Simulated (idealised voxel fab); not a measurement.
Title: Process Module voxel capacitor over wiring
Square cells of 5 nm make up the cross-section cut, whose width is 195 nm.
In this document a cross-section is written as a grid of square cells. It is given as a series of bands, listed from the top down, and a band is one or more rows of cells.
For a band, the entry starts with two heights in nm, that of the top and then that of the bottom, and carries on with the band's materials in order from left to right, each alongside its width in nm; the word "full width" beside a single material means it fills the band edge to edge, and "blank" means empty space.
Counting heights begins at 0, where everything beneath is, in the wafer as received, one material. The lowest band has no bottom; it goes on downwards, as "0 and below" shows.
It should be noted that a width expressed as "30->40" varies in equal increments from row to row of cells within the band, taking the value of the first number at the top row and that of the second number at the bottom row.
Where the words "stayed the same" appear for a step, the cross-section shows no cell changed by that step; every cell remained as before.
Entry "Encapsulated voids" = empty spaces >= 8 cells with no open way to the top; each as width x height at distance, distance from left edge, all nm.
That trailing text on a step's line, after the settings, is the simulator's own remark on the step.
overlay nm: mask right of planned place by this much (step with mask). Neg. = left.
Pairs, read this way: before one process step on the one hand, after it on the other, the after cross-section ending at the lowest band that changed; the step between, settings included, beneath. Same starting wafer throughout, but possibly different runs of this module, so no pair continues from the pair above unless its entry headed "Pre-step geometry" says so.

PRE-STEP GEOMETRY
> 0 and below: Si full width
> Encapsulated voids: none

POST-STEP SNAPSHOT
> 10 down to 0: SiO2 full width
> Everything below 0 is unchanged.
> Encapsulated voids: none
Operation between the pre and post cross-sections above: CONFORMAL_DEP with material SiO2, thk nm 10

Pre-step geometry: after-step cross-section of the pair just above applies.

POST-STEP SNAPSHOT
> 15 down to 10: SiN full width
> Everything below 10 is unchanged.
> Encapsulated voids: none
Operation between the pre and post cross-sections above: CONFORMAL_DEP with material SiN, thk nm 5

Pre-step geometry: after-step cross-section of the pair just above applies.

POST-STEP SNAPSHOT
> 30 down to 15: lowk full width
> Everything below 15 is unchanged.
> Encapsulated voids: none
Operation between the pre and post cross-sections above: DIRECTIONAL_DEP with material lowk, thk nm 15

Pre-step geometry: after-step cross-section of the pair just above applies.

POST-STEP SNAPSHOT
> 50 down to 30: 35 resist  25 blank  70 resist  25 blank  40 resist
> Everything below 30 is unchanged.
> Encapsulated voids: none
Operation between the pre and post cross-sections above: PATTERN with tone open, mask id METAL_1, material resist, width nm 25, pitch nm 95, thk nm 20, overlay nm 0

Pre-step geometry: after-step cross-section of the pair just above applies.

POST-STEP SNAPSHOT
> 50 down to 30: 35 resist  25 blank  70 resist  25 blank  40 resist
> 30 down to 15: 35 lowk  25 blank  70 lowk  25 blank  40 lowk
> Everything below 15 is unchanged.
> Encapsulated voids: none
Operation between the pre and post cross-sections above: DIRECTIONAL_ETCH with etch materials lowk, depth nm 15

Pre-step geometry: after-step cross-section of the pair just above applies.

POST-STEP SNAPSHOT
> 50 down to 30: 35 resist  25 blank  70 resist  25 blank  40 resist
> 30 down to 15: 35 lowk  25 blank  70 lowk  25 blank  40 lowk
> 15 down to 10: 35 SiN  25 blank  70 SiN  25 blank  40 SiN
> Everything below 10 is unchanged.
> Encapsulated voids: none
Operation between the pre and post cross-sections above: DIRECTIONAL_ETCH with etch materials SiN, depth nm 5

Pre-step geometry: after-step cross-section of the pair just above applies.

POST-STEP SNAPSHOT
> 30 down to 15: 35 lowk  25 blank  70 lowk  25 blank  40 lowk
> Everything below 15 is unchanged.
> Encapsulated voids: none
Operation between the pre and post cross-sections above: STRIP with etch materials resist

Pre-step geometry: after-step cross-section of the pair just above applies.

POST-STEP SNAPSHOT
> 35 down to 30: 40 TiN  15 blank  80 TiN  15 blank  45 TiN
> 30 down to 15: 35 lowk  5 TiN  15 blank  5 TiN  70 lowk  5 TiN  15 blank  5 TiN  40 lowk
> 15 down to 10: 35 SiN  25 TiN  70 SiN  25 TiN  40 SiN
> Everything below 10 is unchanged.
> Encapsulated voids: none
Operation between the pre and post cross-sections above: CONFORMAL_DEP with material TiN, thk nm 5

Pre-step geometry: after-step cross-section of the pair just above applies.

POST-STEP SNAPSHOT
> 40 down to 35: Cu full width
> 35 down to 30: 40 TiN  15 Cu  80 TiN  15 Cu  45 TiN
> 30 down to 15: 35 lowk  5 TiN  15 Cu  5 TiN  70 lowk  5 TiN  15 Cu  5 TiN  40 lowk
> Everything below 15 is unchanged.
> Encapsulated voids: none
Operation between the pre and post cross-sections above: FILL_DEP with material Cu, thk nm 5

Pre-step geometry: after-step cross-section of the pair just above applies.

POST-STEP SNAPSHOT
> 30 down to 15: 35 lowk  5 TiN  15 Cu  5 TiN  70 lowk  5 TiN  15 Cu  5 TiN  40 lowk
> Everything below 15 is unchanged.
> Encapsulated voids: none
Operation between the pre and post cross-sections above: CMP with height nm 30

Pre-step geometry: after-step cross-section of the pair just above applies.

POST-STEP SNAPSHOT
> 35 down to 30: SiCN full width
> Everything below 30 is unchanged.
> Encapsulated voids: none
Operation between the pre and post cross-sections above: CONFORMAL_DEP with material SiCN, thk nm 5

Pre-step geometry: after-step cross-section of the pair just above applies.

POST-STEP SNAPSHOT
> 50 down to 35: SiO2 full width
> Everything below 35 is unchanged.
> Encapsulated voids: none
Operation between the pre and post cross-sections above: DIRECTIONAL_DEP with material SiO2, thk nm 15

Pre-step geometry: after-step cross-section of the pair just above applies.

POST-STEP SNAPSHOT
> 50 down to 35: 45 SiO2  15 blank  135 SiO2
> Everything below 35 is unchanged.
> Encapsulated voids: none
Operation between the pre and post cross-sections above: MASKED_ETCH with tone open, mask id PLUG_1, width nm 15, etch materials SiO2, depth nm 15, overlay nm 0

Pre-step geometry: after-step cross-section of the pair just above applies.

POST-STEP SNAPSHOT
> 50 down to 35: 45 SiO2  15 blank  135 SiO2
> 35 down to 30: 45 SiCN  15 blank  135 SiCN
> Everything below 30 is unchanged.
> Encapsulated voids: none
Operation between the pre and post cross-sections above: MASKED_ETCH with tone open, mask id PLUG_1, width nm 15, etch materials SiCN, depth nm 5, overlay nm 0

Pre-step geometry: after-step cross-section of the pair just above applies.

POST-STEP SNAPSHOT
> 55 down to 50: 50 TiN  5 blank  140 TiN
> 50 down to 35: 45 SiO2  5 TiN  5 blank  5 TiN  135 SiO2
> 35 down to 30: 45 SiCN  15 TiN  135 SiCN
> Everything below 30 is unchanged.
> Encapsulated voids: none
Operation between the pre and post cross-sections above: CONFORMAL_DEP with material TiN, thk nm 5

Pre-step geometry: after-step cross-section of the pair just above applies.

POST-STEP SNAPSHOT
> 60 down to 55: Cu full width
> 55 down to 50: 50 TiN  5 Cu  140 TiN
> 50 down to 35: 45 SiO2  5 TiN  5 Cu  5 TiN  135 SiO2
> Everything below 35 is unchanged.
> Encapsulated voids: none
Operation between the pre and post cross-sections above: FILL_DEP with material Cu, thk nm 5

Pre-step geometry: after-step cross-section of the pair just above applies.

POST-STEP SNAPSHOT
> 50 down to 35: 45 SiO2  5 TiN  5 Cu  5 TiN  135 SiO2
> Everything below 35 is unchanged.
> Encapsulated voids: none
Operation between the pre and post cross-sections above: CMP with height nm 50

Pre-step geometry: after-step cross-section of the pair just above applies.

POST-STEP SNAPSHOT
> 60 down to 50: TiN full width
> Everything below 50 is unchanged.
> Encapsulated voids: none
Operation between the pre and post cross-sections above: DIRECTIONAL_DEP with material TiN, thk nm 10

Pre-step geometry: after-step cross-section of the pair just above applies.

POST-STEP SNAPSHOT
> 65 down to 60: HfO2 full width
> Everything below 60 is unchanged.
> Encapsulated voids: none
Operation between the pre and post cross-sections above: DIRECTIONAL_DEP with material HfO2, thk nm 5

Pre-step geometry: after-step cross-section of the pair just above applies.

POST-STEP SNAPSHOT
> 70 down to 65: TiN full width
> Everything below 65 is unchanged.
> Encapsulated voids: none
Operation between the pre and post cross-sections above: DIRECTIONAL_DEP with material TiN, thk nm 5

Pre-step geometry: after-step cross-section of the pair just above applies.

POST-STEP SNAPSHOT
> 85 down to 70: aC full width
> Everything below 70 is unchanged.
> Encapsulated voids: none
Operation between the pre and post cross-sections above: DIRECTIONAL_DEP with material aC, thk nm 15

Pre-step geometry: after-step cross-section of the pair just above applies.

POST-STEP SNAPSHOT
> 115 down to 85: 45 blank  75 resist  75 blank
> Everything below 85 is unchanged.
> Encapsulated voids: none
Operation between the pre and post cross-sections above: PATTERN with tone cover, mask id UPPER_PLATE, material resist, width nm 75, thk nm 30, overlay nm 0

Pre-step geometry: after-step cross-section of the pair just above applies.

POST-STEP SNAPSHOT
> 100 down to 85: 45 blank  75 resist  75 blank
> 85 down to 70: 45 blank  75 aC  75 blank
> Everything below 70 is unchanged.
> Encapsulated voids: none
Operation between the pre and post cross-sections above: DIRECTIONAL_ETCH with etch materials aC, depth nm 15

Pre-step geometry: after-step cross-section of the pair just above applies.

POST-STEP SNAPSHOT
> 85 down to 70: 45 blank  75 aC  75 blank
> Everything below 70 is unchanged.
> Encapsulated voids: none
Operation between the pre and post cross-sections above: STRIP with etch materials resist

Pre-step geometry: after-step cross-section of the pair just above applies.

POST-STEP SNAPSHOT
> 85 down to 70: 45 blank  75 aC  75 blank
> 70 down to 65: 45 blank  75 TiN  75 blank
> Everything below 65 is unchanged.
> Encapsulated voids: none
Operation between the pre and post cross-sections above: DIRECTIONAL_ETCH with etch materials TiN, depth nm 5

Pre-step geometry: after-step cross-section of the pair just above applies.

POST-STEP SNAPSHOT
> 85 down to 70: 45 blank  75 aC  75 blank
> 70 down to 65: 45 blank  75 TiN  75 blank
> 65 down to 60: 45 blank  75 HfO2  75 blank
> Everything below 60 is unchanged.
> Encapsulated voids: none
Operation between the pre and post cross-sections above: DIRECTIONAL_ETCH with etch materials HfO2, depth nm 5

Pre-step geometry: after-step cross-section of the pair just above applies.

POST-STEP SNAPSHOT
> 70 down to 65: 45 blank  75 TiN  75 blank
> Everything below 65 is unchanged.
> Encapsulated voids: none
Operation between the pre and post cross-sections above: STRIP with etch materials aC

Pre-step geometry: after-step cross-section of the pair just above applies.

POST-STEP SNAPSHOT
> 85 down to 70: 40 blank  85 resist  70 blank
> 70 down to 65: 40 blank  5 resist  75 TiN  5 resist  70 blank
> 65 down to 60: 40 blank  5 resist  75 HfO2  5 resist  70 blank
> Everything below 60 is unchanged.
> Encapsulated voids: none
Operation between the pre and post cross-sections above: PATTERN with tone cover, mask id LOWER_PLATE, material resist, width nm 85, thk nm 15, overlay nm 0

Pre-step geometry: after-step cross-section of the pair just above applies.

POST-STEP SNAPSHOT
> 85 down to 70: 40 blank  85 resist  70 blank
> 70 down to 65: 40 blank  5 resist  75 TiN  5 resist  70 blank
> 65 down to 60: 40 blank  5 resist  75 HfO2  5 resist  70 blank
> 60 down to 50: 40 blank  85 TiN  70 blank
> Everything below 50 is unchanged.
> Encapsulated voids: none
Operation between the pre and post cross-sections above: DIRECTIONAL_ETCH with etch materials TiN, depth nm 10

Pre-step geometry: after-step cross-section of the pair just above applies.

POST-STEP SNAPSHOT
> 70 down to 65: 45 blank  75 TiN  75 blank
> 65 down to 60: 45 blank  75 HfO2  75 blank
> Everything below 60 is unchanged.
> Encapsulated voids: none
Operation between the pre and post cross-sections above: STRIP with etch materials resist

Pre-step geometry: after-step cross-section of the pair just above applies.

POST-STEP SNAPSHOT
> 85 down to 70: SiO2 full width
> 70 down to 65: 45 SiO2  75 TiN  75 SiO2
> 65 down to 60: 45 SiO2  75 HfO2  75 SiO2
> 60 down to 50: 40 SiO2  85 TiN  70 SiO2
> Everything below 50 is unchanged.
> Encapsulated voids: none
Operation between the pre and post cross-sections above: FILL_DEP with material SiO2, thk nm 15

Pre-step geometry: after-step cross-section of the pair just above applies.

POST-STEP SNAPSHOT
> 80 down to 70: SiO2 full width
> Everything below 70 is unchanged.
> Encapsulated voids: none
Operation between the pre and post cross-sections above: CMP with height nm 80

Pre-step geometry: after-step cross-section of the pair just above applies.

POST-STEP SNAPSHOT
> 100 down to 80: 55 resist  15 blank  125 resist
> Everything below 80 is unchanged.
> Encapsulated voids: none
Operation between the pre and post cross-sections above: PATTERN with tone open, mask id PLUG_2, material resist, width nm 15, thk nm 20, overlay nm 0

Pre-step geometry: after-step cross-section of the pair just above applies.

POST-STEP SNAPSHOT
> 100 down to 80: 55 resist  15 blank  125 resist
> 80 down to 70: 55 SiO2  15 blank  125 SiO2
> Everything below 70 is unchanged.
> Encapsulated voids: none
Operation between the pre and post cross-sections above: DIRECTIONAL_ETCH with etch materials SiO2, depth nm 10

Pre-step geometry: after-step cross-section of the pair just above applies.

POST-STEP SNAPSHOT
> 80 down to 70: 55 SiO2  15 blank  125 SiO2
> Everything below 70 is unchanged.
> Encapsulated voids: none
Operation between the pre and post cross-sections above: STRIP with etch materials resist

Pre-step geometry: after-step cross-section of the pair just above applies.

POST-STEP SNAPSHOT
> 85 down to 80: 60 TiN  5 blank  130 TiN
> 80 down to 75: 55 SiO2  5 TiN  5 blank  5 TiN  125 SiO2
> 75 down to 65: 55->45 SiO2  15->75 TiN  125->75 SiO2
> Everything below 65 is unchanged.
> Encapsulated voids: none
Operation between the pre and post cross-sections above: CONFORMAL_DEP with material TiN, thk nm 5

Pre-step geometry: after-step cross-section of the pair just above applies.

POST-STEP SNAPSHOT
> 90 down to 85: W full width
> 85 down to 80: 60 TiN  5 W  130 TiN
> 80 down to 75: 55 SiO2  5 TiN  5 W  5 TiN  125 SiO2
> Everything below 75 is unchanged.
> Encapsulated voids: none
Operation between the pre and post cross-sections above: FILL_DEP with material W, thk nm 5

Pre-step geometry: after-step cross-section of the pair just above applies.

POST-STEP SNAPSHOT
> 80 down to 75: 55 SiO2  5 TiN  5 W  5 TiN  125 SiO2
> Everything below 75 is unchanged.
> Encapsulated voids: none
Operation between the pre and post cross-sections above: CMP with height nm 80

Pre-step geometry: after-step cross-section of the pair just above applies.

POST-STEP SNAPSHOT
> 85 down to 80: SiCN full width
> Everything below 80 is unchanged.
> Encapsulated voids: none
Operation between the pre and post cross-sections above: CONFORMAL_DEP with material SiCN, thk nm 5

PRE-STEP GEOMETRY
> 0 and below: Si full width
> Encapsulated voids: none

POST-STEP SNAPSHOT
> 5 down to 0: SiN full width
> Everything below 0 is unchanged.
> Encapsulated voids: none
Operation between the pre and post cross-sections above: CONFORMAL_DEP with material SiN, thk nm 5

Pre-step geometry: after-step cross-section of the pair just above applies.

POST-STEP SNAPSHOT
> 20 down to 5: lowk full width
> Everything below 5 is unchanged.
> Encapsulated voids: none
Operation between the pre and post cross-sections above: DIRECTIONAL_DEP with material lowk, thk nm 15

Pre-step geometry: after-step cross-section of the pair just above applies.

POST-STEP SNAPSHOT
> 40 down to 20: 35 resist  25 blank  70 resist  25 blank  40 resist
> Everything below 20 is unchanged.
> Encapsulated voids: none
Operation between the pre and post cross-sections above: PATTERN with tone open, mask id METAL_1, material resist, width nm 25, pitch nm 95, thk nm 20, overlay nm 0

Pre-step geometry: after-step cross-section of the pair just above applies.

POST-STEP SNAPSHOT
> 40 down to 20: 35 resist  25 blank  70 resist  25 blank  40 resist
> 20 down to 5: 35 lowk  25 blank  70 lowk  25 blank  40 lowk
> Everything below 5 is unchanged.
> Encapsulated voids: none
Operation between the pre and post cross-sections above: DIRECTIONAL_ETCH with etch materials lowk, depth nm 15

Pre-step geometry: after-step cross-section of the pair just above applies.

POST-STEP SNAPSHOT
> 40 down to 20: 35 resist  25 blank  70 resist  25 blank  40 resist
> 20 down to 5: 35 lowk  25 blank  70 lowk  25 blank  40 lowk
> 5 down to 0: 35 SiN  25 blank  70 SiN  25 blank  40 SiN
> Everything below 0 is unchanged.
> Encapsulated voids: none
Operation between the pre and post cross-sections above: DIRECTIONAL_ETCH with etch materials SiN, depth nm 5

Pre-step geometry: after-step cross-section of the pair just above applies.

POST-STEP SNAPSHOT
> 20 down to 5: 35 lowk  25 blank  70 lowk  25 blank  40 lowk
> Everything below 5 is unchanged.
> Encapsulated voids: none
Operation between the pre and post cross-sections above: STRIP with etch materials resist

Pre-step geometry: after-step cross-section of the pair just above applies.

POST-STEP SNAPSHOT
> 25 down to 20: 40 TiN  15 blank  80 TiN  15 blank  45 TiN
> 20 down to 5: 35 lowk  5 TiN  15 blank  5 TiN  70 lowk  5 TiN  15 blank  5 TiN  40 lowk
> 5 down to 0: 35 SiN  25 TiN  70 SiN  25 TiN  40 SiN
> Everything below 0 is unchanged.
> Encapsulated voids: none
Operation between the pre and post cross-sections above: CONFORMAL_DEP with material TiN, thk nm 5

Pre-step geometry: after-step cross-section of the pair just above applies.

POST-STEP SNAPSHOT
> 30 down to 25: Cu full width
> 25 down to 20: 40 TiN  15 Cu  80 TiN  15 Cu  45 TiN
> 20 down to 5: 35 lowk  5 TiN  15 Cu  5 TiN  70 lowk  5 TiN  15 Cu  5 TiN  40 lowk
> Everything below 5 is unchanged.
> Encapsulated voids: none
Operation between the pre and post cross-sections above: FILL_DEP with material Cu, thk nm 5

Pre-step geometry: after-step cross-section of the pair just above applies.

POST-STEP SNAPSHOT
> 35 down to 30: SiCN full width
> Everything below 30 is unchanged.
> Encapsulated voids: none
Operation between the pre and post cross-sections above: CONFORMAL_DEP with material SiCN, thk nm 5

Pre-step geometry: after-step cross-section of the pair just above applies.

POST-STEP SNAPSHOT
> 50 down to 35: SiO2 full width
> Everything below 35 is unchanged.
> Encapsulated voids: none
Operation between the pre and post cross-sections above: DIRECTIONAL_DEP with material SiO2, thk nm 15

Pre-step geometry: after-step cross-section of the pair just above applies.

POST-STEP SNAPSHOT
> 50 down to 35: 45 SiO2  15 blank  135 SiO2
> Everything below 35 is unchanged.
> Encapsulated voids: none
Operation between the pre and post cross-sections above: MASKED_ETCH with tone open, mask id PLUG_1, width nm 15, etch materials SiO2, depth nm 15, overlay nm 0

Pre-step geometry: after-step cross-section of the pair just above applies.

POST-STEP SNAPSHOT
> 50 down to 35: 45 SiO2  15 blank  135 SiO2
> 35 down to 30: 45 SiCN  15 blank  135 SiCN
> Everything below 30 is unchanged.
> Encapsulated voids: none
Operation between the pre and post cross-sections above: MASKED_ETCH with tone open, mask id PLUG_1, width nm 15, etch materials SiCN, depth nm 5, overlay nm 0

Pre-step geometry: after-step cross-section of the pair just above applies.

POST-STEP SNAPSHOT
> 55 down to 50: 50 TiN  5 blank  140 TiN
> 50 down to 35: 45 SiO2  5 TiN  5 blank  5 TiN  135 SiO2
> 35 down to 30: 45 SiCN  15 TiN  135 SiCN
> Everything below 30 is unchanged.
> Encapsulated voids: none
Operation between the pre and post cross-sections above: CONFORMAL_DEP with material TiN, thk nm 5

Pre-step geometry: after-step cross-section of the pair just above applies.

POST-STEP SNAPSHOT
> 60 down to 55: Cu full width
> 55 down to 50: 50 TiN  5 Cu  140 TiN
> 50 down to 35: 45 SiO2  5 TiN  5 Cu  5 TiN  135 SiO2
> Everything below 35 is unchanged.
> Encapsulated voids: none
Operation between the pre and post cross-sections above: FILL_DEP with material Cu, thk nm 5

Pre-step geometry: after-step cross-section of the pair just above applies.

POST-STEP SNAPSHOT
> 50 down to 35: 45 SiO2  5 TiN  5 Cu  5 TiN  135 SiO2
> Everything below 35 is unchanged.
> Encapsulated voids: none
Operation between the pre and post cross-sections above: CMP with height nm 50

Pre-step geometry: after-step cross-section of the pair just above applies.

POST-STEP SNAPSHOT
> 60 down to 50: TiN full width
> Everything below 50 is unchanged.
> Encapsulated voids: none
Operation between the pre and post cross-sections above: DIRECTIONAL_DEP with material TiN, thk nm 10

Pre-step geometry: after-step cross-section of the pair just above applies.

POST-STEP SNAPSHOT
> 65 down to 60: HfO2 full width
> Everything below 60 is unchanged.
> Encapsulated voids: none
Operation between the pre and post cross-sections above: DIRECTIONAL_DEP with material HfO2, thk nm 5

Pre-step geometry: after-step cross-section of the pair just above applies.

POST-STEP SNAPSHOT
> 70 down to 65: TiN full width
> Everything below 65 is unchanged.
> Encapsulated voids: none
Operation between the pre and post cross-sections above: DIRECTIONAL_DEP with material TiN, thk nm 5

Pre-step geometry: after-step cross-section of the pair just above applies.

POST-STEP SNAPSHOT
> 85 down to 70: aC full width
> Everything below 70 is unchanged.
> Encapsulated voids: none
Operation between the pre and post cross-sections above: DIRECTIONAL_DEP with material aC, thk nm 15

Pre-step geometry: after-step cross-section of the pair just above applies.

POST-STEP SNAPSHOT
> 115 down to 85: 45 blank  75 resist  75 blank
> Everything below 85 is unchanged.
> Encapsulated voids: none
Operation between the pre and post cross-sections above: PATTERN with tone cover, mask id UPPER_PLATE, material resist, width nm 75, thk nm 30, overlay nm 0

Pre-step geometry: after-step cross-section of the pair just above applies.

POST-STEP SNAPSHOT
> 100 down to 85: 45 blank  75 resist  75 blank
> 85 down to 70: 45 blank  75 aC  75 blank
> Everything below 70 is unchanged.
> Encapsulated voids: none
Operation between the pre and post cross-sections above: DIRECTIONAL_ETCH with etch materials aC, depth nm 15

Pre-step geometry: after-step cross-section of the pair just above applies.

POST-STEP SNAPSHOT
> 85 down to 70: 45 blank  75 aC  75 blank
> Everything below 70 is unchanged.
> Encapsulated voids: none
Operation between the pre and post cross-sections above: STRIP with etch materials resist

Pre-step geometry: after-step cross-section of the pair just above applies.

POST-STEP SNAPSHOT
> 85 down to 70: 45 blank  75 aC  75 blank
> 70 down to 65: 45 blank  75 TiN  75 blank
> Everything below 65 is unchanged.
> Encapsulated voids: none
Operation between the pre and post cross-sections above: DIRECTIONAL_ETCH with etch materials TiN, depth nm 5

Pre-step geometry: after-step cross-section of the pair just above applies.

POST-STEP SNAPSHOT
> 85 down to 70: 45 blank  75 aC  75 blank
> 70 down to 65: 45 blank  75 TiN  75 blank
> 65 down to 60: 45 blank  75 HfO2  75 blank
> Everything below 60 is unchanged.
> Encapsulated voids: none
Operation between the pre and post cross-sections above: DIRECTIONAL_ETCH with etch materials HfO2, depth nm 5

Pre-step geometry: after-step cross-section of the pair just above applies.

POST-STEP SNAPSHOT
> 70 down to 65: 45 blank  75 TiN  75 blank
> Everything below 65 is unchanged.
> Encapsulated voids: none
Operation between the pre and post cross-sections above: STRIP with etch materials aC

Pre-step geometry: after-step cross-section of the pair just above applies.

POST-STEP SNAPSHOT
> 85 down to 70: 40 blank  85 resist  70 blank
> 70 down to 65: 40 blank  5 resist  75 TiN  5 resist  70 blank
> 65 down to 60: 40 blank  5 resist  75 HfO2  5 resist  70 blank
> Everything below 60 is unchanged.
> Encapsulated voids: none
Operation between the pre and post cross-sections above: PATTERN with tone cover, mask id LOWER_PLATE, material resist, width nm 85, thk nm 15, overlay nm 0

Pre-step geometry: after-step cross-section of the pair just above applies.

POST-STEP SNAPSHOT
> 85 down to 70: 40 blank  85 resist  70 blank
> 70 down to 65: 40 blank  5 resist  75 TiN  5 resist  70 blank
> 65 down to 60: 40 blank  5 resist  75 HfO2  5 resist  70 blank
> 60 down to 50: 40 blank  85 TiN  70 blank
> Everything below 50 is unchanged.
> Encapsulated voids: none
Operation between the pre and post cross-sections above: DIRECTIONAL_ETCH with etch materials TiN, depth nm 10

Pre-step geometry: after-step cross-section of the pair just above applies.

POST-STEP SNAPSHOT
> 70 down to 65: 45 blank  75 TiN  75 blank
> 65 down to 60: 45 blank  75 HfO2  75 blank
> Everything below 60 is unchanged.
> Encapsulated voids: none
Operation between the pre and post cross-sections above: STRIP with etch materials resist

Pre-step geometry: after-step cross-section of the pair just above applies.

POST-STEP SNAPSHOT
> 85 down to 70: SiO2 full width
> 70 down to 65: 45 SiO2  75 TiN  75 SiO2
> 65 down to 60: 45 SiO2  75 HfO2  75 SiO2
> 60 down to 50: 40 SiO2  85 TiN  70 SiO2
> Everything below 50 is unchanged.
> Encapsulated voids: none
Operation between the pre and post cross-sections above: FILL_DEP with material SiO2, thk nm 15

Pre-step geometry: after-step cross-section of the pair just above applies.

POST-STEP SNAPSHOT
> 80 down to 70: SiO2 full width
> Everything below 70 is unchanged.
> Encapsulated voids: none
Operation between the pre and post cross-sections above: CMP with height nm 80

Pre-step geometry: after-step cross-section of the pair just above applies.

POST-STEP SNAPSHOT
> 100 down to 80: 55 resist  15 blank  125 resist
> Everything below 80 is unchanged.
> Encapsulated voids: none
Operation between the pre and post cross-sections above: PATTERN with tone open, mask id PLUG_2, material resist, width nm 15, thk nm 20, overlay nm 0

Pre-step geometry: after-step cross-section of the pair just above applies.

POST-STEP SNAPSHOT
> 100 down to 80: 55 resist  15 blank  125 resist
> 80 down to 70: 55 SiO2  15 blank  125 SiO2
> Everything below 70 is unchanged.
> Encapsulated voids: none
Operation between the pre and post cross-sections above: DIRECTIONAL_ETCH with etch materials SiO2, depth nm 10

Pre-step geometry: after-step cross-section of the pair just above applies.

POST-STEP SNAPSHOT
> 80 down to 70: 55 SiO2  15 blank  125 SiO2
> Everything below 70 is unchanged.
> Encapsulated voids: none
Operation between the pre and post cross-sections above: STRIP with etch materials resist

Pre-step geometry: after-step cross-section of the pair just above applies.

POST-STEP SNAPSHOT
> 85 down to 80: 60 TiN  5 blank  130 TiN
> 80 down to 75: 55 SiO2  5 TiN  5 blank  5 TiN  125 SiO2
> 75 down to 65: 55->45 SiO2  15->75 TiN  125->75 SiO2
> Everything below 65 is unchanged.
> Encapsulated voids: none
Operation between the pre and post cross-sections above: CONFORMAL_DEP with material TiN, thk nm 5

Pre-step geometry: after-step cross-section of the pair just above applies.

POST-STEP SNAPSHOT
> 90 down to 85: W full width
> 85 down to 80: 60 TiN  5 W  130 TiN
> 80 down to 75: 55 SiO2  5 TiN  5 W  5 TiN  125 SiO2
> Everything below 75 is unchanged.
> Encapsulated voids: none
Operation between the pre and post cross-sections above: FILL_DEP with material W, thk nm 5

Pre-step geometry: after-step cross-section of the pair just above applies.

POST-STEP SNAPSHOT
> 80 down to 75: 55 SiO2  5 TiN  5 W  5 TiN  125 SiO2
> Everything below 75 is unchanged.
> Encapsulated voids: none
Operation between the pre and post cross-sections above: CMP with height nm 80

Pre-step geometry: after-step cross-section of the pair just above applies.

POST-STEP SNAPSHOT
> 85 down to 80: SiCN full width
> Everything below 80 is unchanged.
> Encapsulated voids: none
Operation between the pre and post cross-sections above: CONFORMAL_DEP with material SiCN, thk nm 5

PRE-STEP GEOMETRY
> 30 down to 15: 35 lowk  5 TiN  15 Cu  5 TiN  70 lowk  5 TiN  15 Cu  5 TiN  40 lowk
> 15 down to 10: 35 SiN  25 TiN  70 SiN  25 TiN  40 SiN
> 10 down to 0: SiO2 full width
> 0 and below: Si full width
> Encapsulated voids: none

POST-STEP SNAPSHOT
> 45 down to 30: SiO2 full width
> Everything below 30 is unchanged.
> Encapsulated voids: none
Operation between the pre and post cross-sections above: DIRECTIONAL_DEP with material SiO2, thk nm 15

Pre-step geometry: after-step cross-section of the pair just above applies.

POST-STEP SNAPSHOT
> 50 down to 45: SiCN full width
> Everything below 45 is unchanged.
> Encapsulated voids: none
Operation between the pre and post cross-sections above: CONFORMAL_DEP with material SiCN, thk nm 5

Pre-step geometry: after-step cross-section of the pair just above applies.

POST-STEP SNAPSHOT
> 50 down to 45: 45 SiCN  15 blank  135 SiCN
> Everything below 45 is unchanged.
> Encapsulated voids: none
Operation between the pre and post cross-sections above: MASKED_ETCH with tone open, mask id PLUG_1, width nm 15, etch materials SiCN, depth nm 5, overlay nm 0

Pre-step geometry: after-step cross-section of the pair just above applies.

POST-STEP SNAPSHOT
> 55 down to 50: 50 TiN  5 blank  140 TiN
> 50 down to 45: 45 SiCN  15 TiN  135 SiCN
> Everything below 45 is unchanged.
> Encapsulated voids: none
Operation between the pre and post cross-sections above: CONFORMAL_DEP with material TiN, thk nm 5

Pre-step geometry: after-step cross-section of the pair just above applies.

POST-STEP SNAPSHOT
> 60 down to 55: Cu full width
> 55 down to 50: 50 TiN  5 Cu  140 TiN
> Everything below 50 is unchanged.
> Encapsulated voids: none
Operation between the pre and post cross-sections above: FILL_DEP with material Cu, thk nm 5

Pre-step geometry: after-step cross-section of the pair just above applies.

POST-STEP SNAPSHOT
> 50 down to 45: 45 SiCN  15 TiN  135 SiCN
> Everything below 45 is unchanged.
> Encapsulated voids: none
Operation between the pre and post cross-sections above: CMP with height nm 50

Pre-step geometry: after-step cross-section of the pair just above applies.

POST-STEP SNAPSHOT
> 60 down to 50: TiN full width
> Everything below 50 is unchanged.
> Encapsulated voids: none
Operation between the pre and post cross-sections above: DIRECTIONAL_DEP with material TiN, thk nm 10

Pre-step geometry: after-step cross-section of the pair just above applies.

POST-STEP SNAPSHOT
> 65 down to 60: HfO2 full width
> Everything below 60 is unchanged.
> Encapsulated voids: none
Operation between the pre and post cross-sections above: DIRECTIONAL_DEP with material HfO2, thk nm 5

Pre-step geometry: after-step cross-section of the pair just above applies.

POST-STEP SNAPSHOT
> 70 down to 65: TiN full width
> Everything below 65 is unchanged.
> Encapsulated voids: none
Operation between the pre and post cross-sections above: DIRECTIONAL_DEP with material TiN, thk nm 5

Pre-step geometry: after-step cross-section of the pair just above applies.

POST-STEP SNAPSHOT
> 85 down to 70: aC full width
> Everything below 70 is unchanged.
> Encapsulated voids: none
Operation between the pre and post cross-sections above: DIRECTIONAL_DEP with material aC, thk nm 15

Pre-step geometry: after-step cross-section of the pair just above applies.

POST-STEP SNAPSHOT
> 115 down to 85: 45 blank  75 resist  75 blank
> Everything below 85 is unchanged.
> Encapsulated voids: none
Operation between the pre and post cross-sections above: PATTERN with tone cover, mask id UPPER_PLATE, material resist, width nm 75, thk nm 30, overlay nm 0

Pre-step geometry: after-step cross-section of the pair just above applies.

POST-STEP SNAPSHOT
> 100 down to 85: 45 blank  75 resist  75 blank
> 85 down to 70: 45 blank  75 aC  75 blank
> Everything below 70 is unchanged.
> Encapsulated voids: none
Operation between the pre and post cross-sections above: DIRECTIONAL_ETCH with etch materials aC, depth nm 15

Pre-step geometry: after-step cross-section of the pair just above applies.

POST-STEP SNAPSHOT
> 85 down to 70: 45 blank  75 aC  75 blank
> Everything below 70 is unchanged.
> Encapsulated voids: none
Operation between the pre and post cross-sections above: STRIP with etch materials resist

Pre-step geometry: after-step cross-section of the pair just above applies.

POST-STEP SNAPSHOT
> 85 down to 70: 45 blank  75 aC  75 blank
> 70 down to 65: 45 blank  75 TiN  75 blank
> Everything below 65 is unchanged.
> Encapsulated voids: none
Operation between the pre and post cross-sections above: DIRECTIONAL_ETCH with etch materials TiN, depth nm 5
